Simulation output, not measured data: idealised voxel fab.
voxel wiring stack: a process module
Cross-sectional view cut (width: 250 nm; square cell size: 5 nm).
Cross-section, as written here: a square-cell grid given band by band from the top down, where a band holds one or more rows of cells. Basically the band line says how high the top is and how high the bottom is, in nm, and then what's in it from left to right, every material with its width in nm. Empty space shows up as "blank", and if a single material carries "full width" it runs the full band edge to edge. It should be noted that heights are counted from 0, beneath which the wafer as supplied is of one material throughout, and that the lowest band possesses no lower boundary but continues downward, as written in "0..down". With a width like "30 to 40", each row of cells in the band differs from the next by the same amount, the top row carrying the first number and the bottom row the second. Where the words "no alteration" appear for a step, the cross-section shows no cell changed by that step; every cell remained as before. Reported under the label "Enclosed void list" are the empty spaces having no open way to the top and comprising 8 cells or more; the notation for each is width x height at distance, in which the distance is measured from the left edge and all three values are in nm. Read whatever lies past the settings on a step's line as the simulator's own remark about the step. What "overlay nm" on a step's line means: if the step has a mask, that mask lay this far to the right of its planned place, or, when the value is negative, to the left.

STEPS PLANNED FOR THE PROCESS
1. RECEIVE (material Si)
2. CONFORMAL_DEP (material SiO2; thk nm 15)
3. CONFORMAL_DEP (material SiN; thk nm 5)
4. DIRECTIONAL_DEP (material lowk; thk nm 25)
5. DIRECTIONAL_DEP (material aC; thk nm 10)
6. PATTERN (tone open; mask id METAL_1; material resist; width nm 25; pitch nm 45; thk nm 25; overlay nm 0)
7. DIRECTIONAL_ETCH (etch materials aC; depth nm 10)
8. STRIP (etch materials resist)
9. DIRECTIONAL_ETCH (etch materials lowk; depth nm 25)
10. DIRECTIONAL_ETCH (etch materials SiN; depth nm 5)
11. STRIP (etch materials aC)
12. CONFORMAL_DEP (material TiN; thk nm 5)
13. FILL_DEP (material W; thk nm 10)
14. CMP (height nm 45)
15. CONFORMAL_DEP (material SiCN; thk nm 5)
16. DIRECTIONAL_DEP (material lowk; thk nm 20)
17. MASKED_ETCH (tone open; mask id PLUG_1; width nm 15; pitch nm 90; etch materials lowk; depth nm 20; overlay nm 0)
18. MASKED_ETCH (tone open; mask id PLUG_1; width nm 15; pitch nm 90; etch materials SiCN; depth nm 5; overlay nm 0)
19. EPI (material Ru; thk nm 10)
20. EPI (material Ru; thk nm 10)
21. EPI (material Ru; thk nm 5)
22. CONFORMAL_DEP (material SiN; thk nm 5)
23. DIRECTIONAL_DEP (material lowk; thk nm 25)
24. MASKED_ETCH (tone open; mask id METAL_2; width nm 25; pitch nm 45; etch materials lowk; depth nm 25; overlay nm 0)
25. MASKED_ETCH (tone open; mask id METAL_2; width nm 25; pitch nm 45; etch materials SiN; depth nm 5; overlay nm 0)
26. CONFORMAL_DEP (material TiN; thk nm 5)
27. FILL_DEP (material Ru; thk nm 10)
28. CMP (height nm 100)
29. CONFORMAL_DEP (material SiCN; thk nm 5)
30. DIRECTIONAL_DEP (material lowk; thk nm 10)
31. PATTERN (tone open; mask id PLUG_2; material resist; width nm 15; pitch nm 45; thk nm 20; overlay nm 0)
32. DIRECTIONAL_ETCH (etch materials lowk; depth nm 10)
33. DIRECTIONAL_ETCH (etch materials SiCN; depth nm 5)
34. STRIP (etch materials resist)
35. CONFORMAL_DEP (material TiN; thk nm 5)
36. FILL_DEP (material W; thk nm 10)
37. CMP (height nm 115)
38. DIRECTIONAL_DEP (material TiN; thk nm 5)
39. DIRECTIONAL_DEP (material W; thk nm 15)
40. DIRECTIONAL_DEP (material aC; thk nm 10)
41. PATTERN (tone cover; mask id METAL_3; material resist; width nm 25; pitch nm 45; thk nm 30; overlay nm 0)
42. DIRECTIONAL_ETCH (etch materials aC; depth nm 10)
43. STRIP (etch materials resist)
44. DIRECTIONAL_ETCH (etch materials W; depth nm 15)
45. DIRECTIONAL_ETCH (etch materials TiN; depth nm 5)
46. STRIP (etch materials aC)
47. FILL_DEP (material lowk; thk nm 10)
48. CMP (height nm 135)
49. CONFORMAL_DEP (material SiN; thk nm 5)

INCOMING WAFER IN CROSS-SECTION (STATE: AFTER STEP 1)
* 0..down | Si full width
* Enclosed void list: none

SECTIONED VIEW, FIRST OF TWO WAFERS, AT THE CLOSE OF THE MODULE, PROCESSED AS INTENDED IN THE PLAN
* 140..135 | SiN full width
* 135..120 | 45 of lowk | 25 of W | 20 of lowk | 25 of W | 20 of lowk | 25 of W | 20 of lowk | 25 of W | 45 of lowk
* 120..115 | 45 of lowk | 25 of TiN | 20 of lowk | 25 of TiN | 20 of lowk | 25 of TiN | 20 of lowk | 25 of TiN | 45 of lowk
* 115..105 | 45 of lowk | 5 of TiN | 5 of W | 5 of TiN | 30 of lowk | 5 of TiN | 5 of W | 5 of TiN | 30 of lowk | 5 of TiN | 5 of W | 5 of TiN | 30 of lowk | 5 of TiN | 5 of W | 5 of TiN | 55 of lowk
* 105..100 | 45 of SiCN | 15 of TiN | 30 of SiCN | 15 of TiN | 30 of SiCN | 15 of TiN | 30 of SiCN | 15 of TiN | 55 of SiCN
* 100..75 | 45 of lowk | 5 of TiN | 15 of Ru | 5 of TiN | 20 of lowk | 5 of TiN | 15 of Ru | 5 of TiN | 20 of lowk | 5 of TiN | 15 of Ru | 5 of TiN | 20 of lowk | 5 of TiN | 15 of Ru | 5 of TiN | 45 of lowk
* 75..70 | 45 of SiN | 25 of TiN | 20 of SiN | 25 of TiN | 20 of SiN | 25 of TiN | 20 of SiN | 25 of TiN | 45 of SiN
* 70..50 | 45 of lowk | 15 of Ru | 75 of lowk | 15 of Ru | 100 of lowk
* 50..45 | 45 of SiCN | 15 of Ru | 75 of SiCN | 15 of Ru | 100 of SiCN
* 45..20 | 45 of lowk | 5 of TiN | 15 of W | 5 of TiN | 20 of lowk | 5 of TiN | 15 of W | 5 of TiN | 20 of lowk | 5 of TiN | 15 of W | 5 of TiN | 20 of lowk | 5 of TiN | 15 of W | 5 of TiN | 45 of lowk
* 20..15 | 45 of SiN | 25 of TiN | 20 of SiN | 25 of TiN | 20 of SiN | 25 of TiN | 20 of SiN | 25 of TiN | 45 of SiN
* 15..0 | SiO2 full width
* 0..down | Si full width
* Enclosed void list: none

SO THIS IS WAFER NUMBER TWO OF THE TWO, CUT AT THE END OF THE MODULE - IT STARTED WHERE THE FIRST DID AND HAD THE SAME PLAN, WE JUST GOT ONE THING WRONG RUNNING IT
* 140..135 | SiN full width
* 135..120 | 45 of lowk | 25 of W | 20 of lowk | 25 of W | 20 of lowk | 25 of W | 20 of lowk | 25 of W | 45 of lowk
* 120..115 | 45 of lowk | 25 of TiN | 20 of lowk | 25 of TiN | 20 of lowk | 25 of TiN | 20 of lowk | 25 of TiN | 45 of lowk
* 115..105 | 45 of lowk | 5 of TiN | 5 of W | 5 of TiN | 30 of lowk | 5 of TiN | 5 of W | 5 of TiN | 30 of lowk | 5 of TiN | 5 of W | 5 of TiN | 30 of lowk | 5 of TiN | 5 of W | 5 of TiN | 55 of lowk
* 105..100 | 45 of SiCN | 15 of TiN | 30 of SiCN | 15 of TiN | 30 of SiCN | 15 of TiN | 30 of SiCN | 15 of TiN | 55 of SiCN
* 100..75 | 45 of lowk | 5 of TiN | 15 of Ru | 5 of TiN | 20 of lowk | 5 of TiN | 15 of Ru | 5 of TiN | 20 of lowk | 5 of TiN | 15 of Ru | 5 of TiN | 20 of lowk | 5 of TiN | 15 of Ru | 5 of TiN | 45 of lowk
* 75..70 | 45 of SiN | 25 of TiN | 20 of SiN | 25 of TiN | 20 of SiN | 25 of TiN | 20 of SiN | 25 of TiN | 45 of SiN
* 70..65 | 45 of SiCN | 5 of SiN | 5 of TiN | 5 of SiN | 75 of SiCN | 5 of SiN | 5 of TiN | 5 of SiN | 100 of SiCN
* 65..45 | lowk full width
* 45..20 | 45 of lowk | 5 of TiN | 15 of W | 5 of TiN | 20 of lowk | 5 of TiN | 15 of W | 5 of TiN | 20 of lowk | 5 of TiN | 15 of W | 5 of TiN | 20 of lowk | 5 of TiN | 15 of W | 5 of TiN | 45 of lowk
* 20..15 | 45 of SiN | 25 of TiN | 20 of SiN | 25 of TiN | 20 of SiN | 25 of TiN | 20 of SiN | 25 of TiN | 45 of SiN
* 15..0 | SiO2 full width
* 0..down | Si full width
* Enclosed void list: none
Processing error: contrary to the plan, steps 15 and 16 were processed in exchanged order
Final comparison by cell count, materials where the second wafer has more or fewer than the first: -30 Ru, +4 SiN, +2 TiN, +24 lowk
